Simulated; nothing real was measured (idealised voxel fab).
A process module follows: voxel plated lines.
It is cross-section cut that appears here, measuring 190 nm in width, its square cells being 5 nm in size.
The cross-sections in this document take the form of a grid made of square cells. They are written out as bands, in order from top to bottom. Each band consists of one or more rows of cells. A band entry consists of two parts. The first gives the height of the band's top and the height of its bottom, in nm. The rest lists the band's materials from left to right, each with its width in nm. A single material labelled with the word "throughout" fills the band from edge to edge, and the word "empty" marks empty space. It should be noted that heights are counted from 0, beneath which the wafer as supplied is of one material throughout, and that the lowest band possesses no lower boundary but continues downward, as written in "z 0 and below". A width such as "30->40" changes by the same amount from each row of cells to the next, from the band's top row to its bottom row. "nothing got changed" after a step means that no cell of the cross-section changed. "Enclosed void entries" - sealed voids, min. 8 cells, no opening to top; format: width x height at distance (distance from left edge; nm throughout). Past the settings on a step's line: simulator remark, on that step. overlay nm, on a step with a mask: how far to the right of its planned place the mask lay; to the left if negative.

THIS SECTION LISTS THE PROCESS STEPS THAT WERE PLANNED
- 1: op RECEIVE | material Si
- 2: op CONFORMAL_DEP | material Al2O3 | thk nm 5
- 3: op DIRECTIONAL_DEP | material TiN | thk nm 5
- 4: op PATTERN | tone open | mask id LINES | material resist | width nm 20 | pitch nm 35 | thk nm 15 | overlay nm 0
- 5: op EPI | material Ru | thk nm 5
- 6: op STRIP | etch materials resist
- 7: op DIRECTIONAL_ETCH | etch materials TiN | depth nm 5
- 8: op CONFORMAL_DEP | material SiN | thk nm 10

BELOW: THE FIRST OF TWO WAFERS, RUN AS PLANNED

WAFER AS RECEIVED: CROSS-SECTION FOLLOWING STEP 1
  z 0 and below = Si throughout
  Enclosed void entries: none

WAFER SECTION VIEW AFTER PROCESSING STEP 2
  z 5 to 0 = Al2O3 throughout
  Lower than 0, everything is as it was.

WAFER SECTION VIEW AFTER PROCESSING STEP 3
  z 10 to 5 = TiN throughout
  Lower than 5, everything is as it was.

WAFER SECTION VIEW AFTER PROCESSING STEP 4
  z 25 to 10 = 30 resist | 20 empty | 15 resist | 20 empty | 15 resist | 20 empty | 15 resist | 20 empty | 35 resist
  Lower than 10, everything is as it was.

WAFER SECTION VIEW AFTER PROCESSING STEP 5
  z 25 to 15 = 30 resist | 20 empty | 15 resist | 20 empty | 15 resist | 20 empty | 15 resist | 20 empty | 35 resist
  z 15 to 10 = 30 resist | 20 Ru | 15 resist | 20 Ru | 15 resist | 20 Ru | 15 resist | 20 Ru | 35 resist
  Lower than 10, everything is as it was.

WAFER SECTION VIEW AFTER PROCESSING STEP 6
  z 15 to 10 = 30 empty | 20 Ru | 15 empty | 20 Ru | 15 empty | 20 Ru | 15 empty | 20 Ru | 35 empty
  Lower than 10, everything is as it was.

WAFER SECTION VIEW AFTER PROCESSING STEP 7
  z 15 to 10 = 30 empty | 20 Ru | 15 empty | 20 Ru | 15 empty | 20 Ru | 15 empty | 20 Ru | 35 empty
  z 10 to 5 = 30 empty | 20 TiN | 15 empty | 20 TiN | 15 empty | 20 TiN | 15 empty | 20 TiN | 35 empty
  Lower than 5, everything is as it was.

WAFER SECTION VIEW AFTER PROCESSING STEP 8
  z 25 to 15 = 20 empty | 145 SiN | 25 empty
  z 15 to 10 = 30 SiN | 20 Ru | 15 SiN | 20 Ru | 15 SiN | 20 Ru | 15 SiN | 20 Ru | 35 SiN
  z 10 to 5 = 30 SiN | 20 TiN | 15 SiN | 20 TiN | 15 SiN | 20 TiN | 15 SiN | 20 TiN | 35 SiN
  Lower than 5, everything is as it was.

WAFER TWO OF THE PAIR: SAME ORIGIN, SAME PLAN, ONE ERROR DURING THE RUN; IDENTICAL TO WAFER ONE UP TO AND INCLUDING STEP 2

SECOND WAFER SHOWN IN CROSS-SECTION AT THE TIME STEP 3 WAS SLATED TO END
  z 10 to 5 = Ru throughout
  Lower than 5, everything is as it was.

SECOND WAFER SHOWN IN CROSS-SECTION AT THE TIME STEP 4 WAS SLATED TO END
  z 25 to 10 = 30 resist | 20 empty | 15 resist | 20 empty | 15 resist | 20 empty | 15 resist | 20 empty | 35 resist
  Lower than 10, everything is as it was.

SECOND WAFER SHOWN IN CROSS-SECTION AT THE TIME STEP 5 WAS SLATED TO END
  z 25 to 15 = 30 resist | 20 empty | 15 resist | 20 empty | 15 resist | 20 empty | 15 resist | 20 empty | 35 resist
  z 15 to 10 = 30 resist | 20 Ru | 15 resist | 20 Ru | 15 resist | 20 Ru | 15 resist | 20 Ru | 35 resist
  Lower than 10, everything is as it was.

SECOND WAFER SHOWN IN CROSS-SECTION AT THE TIME STEP 6 WAS SLATED TO END
  z 15 to 10 = 30 empty | 20 Ru | 15 empty | 20 Ru | 15 empty | 20 Ru | 15 empty | 20 Ru | 35 empty
  Lower than 10, everything is as it was.

Second wafer shown in cross-section at the time step 7 was slated to end: nothing got changed

SECOND WAFER SHOWN IN CROSS-SECTION AT THE TIME STEP 8 WAS SLATED TO END
  z 25 to 20 = 20 empty | 145 SiN | 25 empty
  z 20 to 15 = SiN throughout
  z 15 to 10 = 30 SiN | 20 Ru | 15 SiN | 20 Ru | 15 SiN | 20 Ru | 15 SiN | 20 Ru | 35 SiN
  Lower than 10, everything is as it was.
What was done differently from what was planned? step 3 deviated from plan and actually ran as op DIRECTIONAL_DEP | material Ru | thk nm 5
Upon completion, the second wafer contains, in terms of cells, a greater or smaller amount of certain materials than the first wafer: Ru +38, SiN -13, TiN -16
